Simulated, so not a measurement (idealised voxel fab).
This section sets out a process module, namely voxel wiring stack.
For reference, the cross-section in this document is cut, with width 220 nm and square cells of 5 nm.
We lay out every cross-section as a grid of square cells and spell it out in bands from the top down, where one band means one or more rows of cells.
The entry gives the band's vertical extent as a top height and a bottom height in nm, then its horizontal make-up as materials from left to right, each with a width in nm. "air" stands for empty space; a single material marked "edge to edge" fills the band edge to edge.
Heights are measured from 0, the level below which the as-received wafer is all one material; the lowest band has no bottom and continues downward, written as in "z 0 and below".
Note: "30..40" means the width goes from the first number (top row of the band) to the second number (bottom row) in equal steps per row of cells.
You'll sometimes find "stayed the same" written for a step, and that's the way of saying that nowhere in the cross-section did a cell change during that step.
Each empty space that has no open way to the top and spans at least 8 cells appears under "Closed void list" as width x height at distance, the distance counted from the left edge, all in nm.
What comes after the settings on a step's line is commentary from the simulator itself on that step.
For masked steps, "overlay nm" on the step line gives how far right of plan the mask actually lay; a minus sign means it lay to the left.
# The steps planned for the process are as follows
step 1: RECEIVE (material Si)
step 2: CONFORMAL_DEP (material SiO2; thk nm 15)
step 3: CONFORMAL_DEP (material SiN; thk nm 5)
step 4: DIRECTIONAL_DEP (material SiO2; thk nm 15)
step 5: DIRECTIONAL_DEP (material aC; thk nm 15)
step 6: PATTERN (tone open; mask id METAL_1; material resist; width nm 30; pitch nm 45; thk nm 30; overlay nm 0)
step 7: DIRECTIONAL_ETCH (etch materials aC; depth nm 15)
step 8: STRIP (etch materials resist)
step 9: DIRECTIONAL_ETCH (etch materials SiO2; depth nm 15)
step 10: DIRECTIONAL_ETCH (etch materials SiN; depth nm 5)
step 11: STRIP (etch materials aC)
step 12: CONFORMAL_DEP (material TiN; thk nm 5)
step 13: FILL_DEP (material Cu; thk nm 5)
step 14: CMP (height nm 35)
step 15: EPI (material Ru; thk nm 5)
step 16: FILL_DEP (material SiCN; thk nm 5)
step 17: DIRECTIONAL_DEP (material SiO2; thk nm 30)
step 18: DIRECTIONAL_DEP (material aC; thk nm 10)
step 19: PATTERN (tone open; mask id METAL_2; material resist; width nm 30; pitch nm 45; thk nm 25; overlay nm 0)
step 20: DIRECTIONAL_ETCH (etch materials aC; depth nm 10)
step 21: STRIP (etch materials resist)
step 22: DIRECTIONAL_ETCH (etch materials SiO2; depth nm 20)
step 23: STRIP (etch materials aC)
step 24: DIRECTIONAL_DEP (material aC; thk nm 10)
step 25: PATTERN (tone open; mask id METAL_2_HOLES; material resist; width nm 15; pitch nm 45; thk nm 30; overlay nm 0)
step 26: DIRECTIONAL_ETCH (etch materials aC; depth nm 10)
step 27: STRIP (etch materials resist)
step 28: DIRECTIONAL_ETCH (etch materials SiO2; depth nm 10)
step 29: DIRECTIONAL_ETCH (etch materials SiCN; depth nm 5)
step 30: STRIP (etch materials aC)
step 31: CONFORMAL_DEP (material TiN; thk nm 5)
step 32: FILL_DEP (material Cu; thk nm 5)
step 33: CMP (height nm 75)
step 34: CONFORMAL_DEP (material SiCN; thk nm 5)
step 35: DIRECTIONAL_DEP (material lowk; thk nm 30)
step 36: DIRECTIONAL_DEP (material aC; thk nm 10)
step 37: PATTERN (tone open; mask id METAL_3_HOLES; material resist; width nm 15; pitch nm 90; thk nm 25; overlay nm 0)
step 38: DIRECTIONAL_ETCH (etch materials aC; depth nm 10)
step 39: STRIP (etch materials resist)
step 40: DIRECTIONAL_ETCH (etch materials lowk; depth nm 30)
step 41: STRIP (etch materials aC)
step 42: PATTERN (tone open; mask id METAL_3; material resist; width nm 30; pitch nm 45; thk nm 20; overlay nm 0)
step 43: DIRECTIONAL_ETCH (etch materials lowk; depth nm 20)
step 44: DIRECTIONAL_ETCH (etch materials SiCN; depth nm 5)
step 45: STRIP (etch materials resist)
step 46: CONFORMAL_DEP (material TiN; thk nm 5)
step 47: FILL_DEP (material Ru; thk nm 5)
step 48: CMP (height nm 110)
step 49: CONFORMAL_DEP (material SiCN; thk nm 5)
step 50: DIRECTIONAL_DEP (material lowk; thk nm 15)
step 51: DIRECTIONAL_DEP (material aC; thk nm 15)
step 52: PATTERN (tone open; mask id PLUG_3; material resist; width nm 15; pitch nm 45; thk nm 30; overlay nm 0)
step 53: DIRECTIONAL_ETCH (etch materials aC; depth nm 15)
step 54: STRIP (etch materials resist)
step 55: DIRECTIONAL_ETCH (etch materials lowk; depth nm 15)
step 56: DIRECTIONAL_ETCH (etch materials SiCN; depth nm 5)
step 57: STRIP (etch materials aC)
step 58: CONFORMAL_DEP (material TiN; thk nm 5)
step 59: FILL_DEP (material W; thk nm 5)
step 60: CMP (height nm 130)
step 61: DIRECTIONAL_DEP (material TiN; thk nm 5)
step 62: DIRECTIONAL_DEP (material W; thk nm 25)
step 63: PATTERN (tone cover; mask id METAL_4; material resist; width nm 30; pitch nm 45; thk nm 15; overlay nm 0)
step 64: DIRECTIONAL_ETCH (etch materials W; depth nm 25)
step 65: DIRECTIONAL_ETCH (etch materials TiN; depth nm 5)
step 66: STRIP (etch materials resist)
step 67: FILL_DEP (material SiO2; thk nm 10)
step 68: CMP (height nm 160)
step 69: CONFORMAL_DEP (material SiN; thk nm 5)
The wafers are alike at the start. At step 3, their thk nm differs. The plan lists the first wafer's value.
# Received condition of the first of several wafers, sectioned: post-step 1
  z 0 and below | Si edge to edge
  Closed void list: none
# End-of-module cross-section, first of several wafers, after last step 69
  z 165 to 160 | SiN edge to edge
  z 160 to 135 | SiO2=25, W=30, SiO2=15, W=30, SiO2=15, W=30, SiO2=15, W=30, SiO2=30
  z 135 to 130 | SiO2=25, TiN=30, SiO2=15, TiN=30, SiO2=15, TiN=30, SiO2=15, TiN=30, SiO2=30
  z 130 to 115 | lowk=25, TiN=5, W=5, TiN=5, lowk=30, TiN=5, W=5, TiN=5, lowk=30, TiN=5, W=5, TiN=5, lowk=30, TiN=5, W=5, TiN=5, lowk=45
  z 115 to 110 | SiCN=25, TiN=15, SiCN=30, TiN=15, SiCN=30, TiN=15, SiCN=30, TiN=15, SiCN=45
  z 110 to 95 | lowk=25, TiN=5, Ru=20, TiN=5, lowk=15, TiN=5, Ru=20, TiN=5, lowk=15, TiN=5, Ru=20, TiN=5, lowk=15, TiN=5, Ru=20, TiN=5, lowk=30
  z 95 to 90 | lowk=25, TiN=5, Ru=5, TiN=20, lowk=15, TiN=30, lowk=15, TiN=5, Ru=5, TiN=20, lowk=15, TiN=30, lowk=30
  z 90 to 80 | lowk=25, TiN=5, Ru=5, TiN=5, lowk=75, TiN=5, Ru=5, TiN=5, lowk=90
  z 80 to 75 | SiCN=25, TiN=15, SiCN=75, TiN=15, SiCN=90
  z 75 to 60 | SiO2=25, TiN=5, Cu=20, TiN=5, SiO2=15, TiN=5, Cu=20, TiN=5, SiO2=15, TiN=5, Cu=20, TiN=5, SiO2=15, TiN=5, Cu=20, TiN=5, SiO2=30
  z 60 to 55 | SiO2=25, TiN=5, Cu=5, TiN=20, SiO2=15, TiN=5, Cu=5, TiN=20, SiO2=15, TiN=5, Cu=5, TiN=20, SiO2=15, TiN=5, Cu=5, TiN=20, SiO2=30
  z 55 to 45 | SiO2=25, TiN=5, Cu=5, TiN=5, SiO2=30, TiN=5, Cu=5, TiN=5, SiO2=30, TiN=5, Cu=5, TiN=5, SiO2=30, TiN=5, Cu=5, TiN=5, SiO2=45
  z 45 to 40 | SiCN=25, TiN=15, SiCN=30, TiN=15, SiCN=30, TiN=15, SiCN=30, TiN=15, SiCN=45
  z 40 to 35 | SiCN=20, Ru=40, SiCN=5, Ru=40, SiCN=5, Ru=40, SiCN=5, Ru=40, SiCN=25
  z 35 to 20 | SiO2=25, TiN=5, Cu=20, TiN=5, SiO2=15, TiN=5, Cu=20, TiN=5, SiO2=15, TiN=5, Cu=20, TiN=5, SiO2=15, TiN=5, Cu=20, TiN=5, SiO2=30
  z 20 to 15 | SiN=25, TiN=30, SiN=15, TiN=30, SiN=15, TiN=30, SiN=15, TiN=30, SiN=30
  z 15 to 0 | SiO2 edge to edge
  z 0 and below | Si edge to edge
  Closed void list: none
# Last-wafer cross-section at the end of the module
  z 165 to 160 | SiN edge to edge
  z 160 to 135 | SiO2=25, W=30, SiO2=15, W=30, SiO2=15, W=30, SiO2=15, W=30, SiO2=30
  z 135 to 130 | SiO2=25, TiN=30, SiO2=15, TiN=30, SiO2=15, TiN=30, SiO2=15, TiN=30, SiO2=30
  z 130 to 115 | lowk=25, TiN=5, W=5, TiN=5, lowk=30, TiN=5, W=5, TiN=5, lowk=30, TiN=5, W=5, TiN=5, lowk=30, TiN=5, W=5, TiN=5, lowk=45
  z 115 to 110 | SiCN=25, TiN=15, SiCN=30, TiN=15, SiCN=30, TiN=15, SiCN=30, TiN=15, SiCN=45
  z 110 to 95 | lowk=25, TiN=5, Ru=20, TiN=5, lowk=15, TiN=5, Ru=20, TiN=5, lowk=15, TiN=5, Ru=20, TiN=5, lowk=15, TiN=5, Ru=20, TiN=5, lowk=30
  z 95 to 90 | lowk=25, TiN=5, Ru=5, TiN=20, lowk=15, TiN=30, lowk=15, TiN=5, Ru=5, TiN=20, lowk=15, TiN=30, lowk=30
  z 90 to 80 | lowk=25, TiN=5, Ru=5, TiN=5, lowk=75, TiN=5, Ru=5, TiN=5, lowk=90
  z 80 to 75 | SiCN=25, TiN=15, SiCN=75, TiN=15, SiCN=90
  z 75 to 60 | SiO2=25, TiN=5, Cu=20, TiN=5, SiO2=15, TiN=5, Cu=20, TiN=5, SiO2=15, TiN=5, Cu=20, TiN=5, SiO2=15, TiN=5, Cu=20, TiN=5, SiO2=30
  z 60 to 55 | SiO2=25, TiN=5, Cu=5, TiN=20, SiO2=15, TiN=5, Cu=5, TiN=20, SiO2=15, TiN=5, Cu=5, TiN=20, SiO2=15, TiN=5, Cu=5, TiN=20, SiO2=30
  z 55 to 45 | SiO2=25, TiN=5, Cu=5, TiN=5, SiO2=30, TiN=5, Cu=5, TiN=5, SiO2=30, TiN=5, Cu=5, TiN=5, SiO2=30, TiN=5, Cu=5, TiN=5, SiO2=45
  z 45 to 40 | SiCN=25, TiN=15, SiCN=30, TiN=15, SiCN=30, TiN=15, SiCN=30, TiN=15, SiCN=45
  z 40 to 35 | SiCN=20, Ru=40, SiCN=5, Ru=40, SiCN=5, Ru=40, SiCN=5, Ru=40, SiCN=25
  z 35 to 30 | SiN=25, TiN=30, SiN=15, TiN=30, SiN=15, TiN=30, SiN=15, TiN=30, SiN=30
  z 30 to 15 | SiN edge to edge
  z 15 to 0 | SiO2 edge to edge
  z 0 and below | Si edge to edge
  Closed void list: none
# So in this table every wafer gets its own row, and what you see is where it stands at the end of the module: for each material, how many cells it picked up (+) or gave up (-) since we received it, and after that its closed voids
thk nm 5; +108 Cu; +86 Ru; +114 SiCN; +64 SiN; +456 SiO2; +240 TiN; +132 W; +252 lowk; Closed void list: none
thk nm 10; +92 Cu; +86 Ru; +114 SiCN; +108 SiN; +436 SiO2; +232 TiN; +132 W; +252 lowk; Closed void list: none
thk nm 15; +76 Cu; +86 Ru; +114 SiCN; +152 SiN; +416 SiO2; +224 TiN; +132 W; +252 lowk; Closed void list: none
thk nm 20; +60 Cu; +86 Ru; +114 SiCN; +196 SiN; +396 SiO2; +216 TiN; +132 W; +252 lowk; Closed void list: none
